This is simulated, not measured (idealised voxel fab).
A process module follows: voxel wiring stack.
It is cross-section cut that appears here, measuring 235 nm in width, its square cells being 5 nm in size.
Just so we're on the same page, the cross-sections are grids of square cells, and they're listed out in bands top to bottom, each band one or more rows deep.
Look at the band entry: it leads with the top's height and the bottom's height in nm. Then it lists the materials left to right, with a width in nm for each. The word "all across" on a single material says that material fills the band edge to edge. The word "blank" is empty space.
Note: height 0 marks the level under which the wafer is uniformly one material as received. Lowest band unbounded below, written "z 0 and below".
A width such as "30->40" changes by the same amount from each row of cells to the next, from the band's top row to its bottom row.
Step marked "no modification"? Then no cell in the cross-section changed in it.
In the "Voids lacking openings" entry, you get each enclosed empty space of 8 cells or more, one with no open way to the top, written width x height at distance, distance from the left edge, in nm.
What comes after the settings on a step's line is commentary from the simulator itself on that step.
You can add "overlay nm" to a step's line. For a step with a mask, it describes how far the mask lay to the right of its planned position, and a negative number describes a lay to the left.
Intended process steps
step 1: RECEIVE (material Si)
step 2: CONFORMAL_DEP (material SiO2; thk nm 15)
step 3: CONFORMAL_DEP (material SiCN; thk nm 5)
step 4: DIRECTIONAL_DEP (material SiO2; thk nm 20)
step 5: PATTERN (tone open; mask id METAL_1; material resist; width nm 20; pitch nm 40; thk nm 20; overlay nm 0)
step 6: DIRECTIONAL_ETCH (etch materials SiO2; depth nm 20)
step 7: DIRECTIONAL_ETCH (etch materials SiCN; depth nm 5)
step 8: STRIP (etch materials resist)
step 9: CONFORMAL_DEP (material TiN; thk nm 5)
step 10: FILL_DEP (material Ru; thk nm 10)
step 11: CMP (height nm 40)
step 12: EPI (material Ru; thk nm 5)
step 13: FILL_DEP (material SiCN; thk nm 5)
step 14: DIRECTIONAL_DEP (material lowk; thk nm 35)
step 15: DIRECTIONAL_DEP (material aC; thk nm 10)
step 16: PATTERN (tone open; mask id METAL_2; material resist; width nm 20; pitch nm 40; thk nm 25; overlay nm 0)
step 17: DIRECTIONAL_ETCH (etch materials aC; depth nm 10)
step 18: STRIP (etch materials resist)
step 19: DIRECTIONAL_ETCH (etch materials lowk; depth nm 20)
step 20: STRIP (etch materials aC)
step 21: PATTERN (tone open; mask id METAL_2_HOLES; material resist; width nm 15; pitch nm 80; thk nm 20; overlay nm 0)
step 22: DIRECTIONAL_ETCH (etch materials lowk; depth nm 15)
step 23: DIRECTIONAL_ETCH (etch materials SiCN; depth nm 5)
step 24: STRIP (etch materials resist)
step 25: CONFORMAL_DEP (material TiN; thk nm 5)
step 26: FILL_DEP (material Cu; thk nm 5)
step 27: CMP (height nm 85)
step 28: CONFORMAL_DEP (material SiCN; thk nm 5)
step 29: DIRECTIONAL_DEP (material lowk; thk nm 10)
step 30: MASKED_ETCH (tone open; mask id PLUG_2; width nm 15; pitch nm 40; etch materials lowk; depth nm 10; overlay nm 0)
step 31: MASKED_ETCH (tone open; mask id PLUG_2; width nm 15; pitch nm 40; etch materials SiCN; depth nm 5; overlay nm 0)
step 32: CONFORMAL_DEP (material TiN; thk nm 5)
step 33: FILL_DEP (material Ru; thk nm 10)
step 34: CMP (height nm 100)
step 35: DIRECTIONAL_DEP (material TiN; thk nm 5)
step 36: DIRECTIONAL_DEP (material Ru; thk nm 5)
step 37: MASKED_ETCH (tone cover; mask id METAL_3; width nm 20; pitch nm 40; etch materials Ru; depth nm 15; overlay nm 0)
step 38: MASKED_ETCH (tone cover; mask id METAL_3; width nm 20; pitch nm 40; etch materials TiN; depth nm 5; overlay nm 0)
step 39: FILL_DEP (material SiO2; thk nm 10)
step 40: CMP (height nm 120)
step 41: CONFORMAL_DEP (material SiCN; thk nm 5)
step 42: DIRECTIONAL_DEP (material lowk; thk nm 10)
step 43: DIRECTIONAL_DEP (material aC; thk nm 15)
step 44: PATTERN (tone open; mask id PLUG_3; material resist; width nm 15; pitch nm 80; thk nm 35; overlay nm 0)
step 45: DIRECTIONAL_ETCH (etch materials aC; depth nm 15)
step 46: STRIP (etch materials resist)
step 47: DIRECTIONAL_ETCH (etch materials lowk; depth nm 10)
step 48: DIRECTIONAL_ETCH (etch materials SiCN; depth nm 5)
step 49: STRIP (etch materials aC)
step 50: CONFORMAL_DEP (material TiN; thk nm 5)
step 51: FILL_DEP (material Ru; thk nm 10)
step 52: CMP (height nm 135)
step 53: CONFORMAL_DEP (material SiCN; thk nm 5)
step 54: DIRECTIONAL_DEP (material SiO2; thk nm 15)
step 55: PATTERN (tone open; mask id METAL_4; material resist; width nm 20; pitch nm 40; thk nm 15; overlay nm 0)
step 56: DIRECTIONAL_ETCH (etch materials SiO2; depth nm 15)
step 57: DIRECTIONAL_ETCH (etch materials SiCN; depth nm 5)
step 58: STRIP (etch materials resist)
step 59: CONFORMAL_DEP (material TiN; thk nm 5)
step 60: FILL_DEP (material Cu; thk nm 5)
step 61: CMP (height nm 155)
step 62: CONFORMAL_DEP (material SiN; thk nm 5)
The thk nm used in step 36 is not the same on every wafer, whereas the starting condition is; the value printed in the plan is the first wafer's.
The first of several wafers as received, shown in cross-section; this is its state after step 1
- z 0 and below | Si all across
- Voids lacking openings: none
The following table contains a row per wafer, in which are reported, at the conclusion of the module, the cells of each material gained (+) or lost (-) since the wafer's receipt, with its closed voids given thereafter
thk nm 5; +56 Cu; +84 Ru; +202 SiCN; +47 SiN; +514 SiO2; +202 TiN; +399 lowk; Voids lacking openings: none
thk nm 10; +56 Cu; +100 Ru; +202 SiCN; +47 SiN; +498 SiO2; +202 TiN; +399 lowk; Voids lacking openings: none
thk nm 15; +56 Cu; +116 Ru; +202 SiCN; +47 SiN; +482 SiO2; +202 TiN; +399 lowk; Voids lacking openings: none
thk nm 20; +56 Cu; +147 Ru; +202 SiCN; +47 SiN; +420 SiO2; +233 TiN; +399 lowk; Voids lacking openings: none
thk nm 25; +56 Cu; +178 Ru; +202 SiCN; +47 SiN; +389 SiO2; +233 TiN; +399 lowk; Voids lacking openings: none
thk nm 30; +56 Cu; +209 Ru; +202 SiCN; +47 SiN; +358 SiO2; +233 TiN; +399 lowk; Voids lacking openings: none
